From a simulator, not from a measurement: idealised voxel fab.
Herein follows the process module entitled voxel air gaps.
Cross-sectional view cut (width: 170 nm; square cell size: 5 nm).
Cross-section format: a grid of square cells, given as bands from top to bottom; each band is one or more rows of cells. Per band: top height and bottom height in nm, followed by the left-to-right materials and their widths in nm; "throughout" marks a single material spanning edge to edge, "blank" marks empty space. We count height from 0. Below that, the starting wafer is all one material. The lowest band never ends at the bottom but goes on down; see "0..down" for how that is written. Quick explanation for "30->40": the width changes in equal steps down the rows of cells, from the first number in the band's top row to the second number in its bottom row. Take "nothing was modified" at face value: in the step it is given for, the cross-section changed in none of its cells. In the "Closed cavity list" entry, you get each enclosed empty space of 8 cells or more, one with no open way to the top, written width x height at distance, distance from the left edge, in nm. Note: text after step settings on the step line = simulator remark on that step. The line of a step may include "overlay nm". On a step with a mask, this value is how far to the right of its planned place the mask lay. A negative value means the mask lay to the left.
**So here's the lineup of process steps we planned**
step 1: RECEIVE,material Si
step 2: CONFORMAL_DEP,material SiO2,thk nm 15
step 3: CONFORMAL_DEP,material SiCN,thk nm 5
step 4: DIRECTIONAL_DEP,material lowk,thk nm 35
step 5: MASKED_ETCH,tone open,mask id LINES,width nm 20,pitch nm 50,etch materials lowk,depth nm 35,overlay nm -10
step 6: CONFORMAL_DEP,material TiN,thk nm 5
step 7: FILL_DEP,material Ru,thk nm 5
step 8: CMP,height nm 55
step 9: EPI,material Ru,thk nm 10
step 10: SELECTIVE_ETCH,etch materials lowk,depth nm 45
step 11: CONFORMAL_DEP,material SiCN,thk nm 5
Keep in mind the plan's value for the overlay nm of step 5 comes from the first wafer; the wafers don't share that setting, but they do share the same starting point.
**Incoming state of the first of several wafers in cross-section: after step 1**
	0..down = Si throughout
	Closed cavity list: none
**For your reference, the table is organized with a row per wafer; each row reflects the wafer at the end of the module, indicating for each material the cells gained (+) or lost (-) since receipt, and thereafter its closed voids**
overlay nm -10; +84 Ru; +146 SiCN; +102 SiO2; +48 TiN; Closed cavity list: 10 x 25 at 0; 20 x 25 at 40; 20 x 25 at 90
overlay nm -5; +84 Ru; +146 SiCN; +102 SiO2; +48 TiN; Closed cavity list: 20 x 25 at 45; 20 x 25 at 95
overlay nm 0; +84 Ru; +146 SiCN; +102 SiO2; +48 TiN; Closed cavity list: 20 x 25 at 50; 20 x 25 at 100
overlay nm 5; +84 Ru; +146 SiCN; +102 SiO2; +48 TiN; Closed cavity list: 20 x 25 at 55; 20 x 25 at 105
overlay nm 10; +84 Ru; +146 SiCN; +102 SiO2; +48 TiN; Closed cavity list: 20 x 25 at 60; 20 x 25 at 110; 10 x 25 at 160
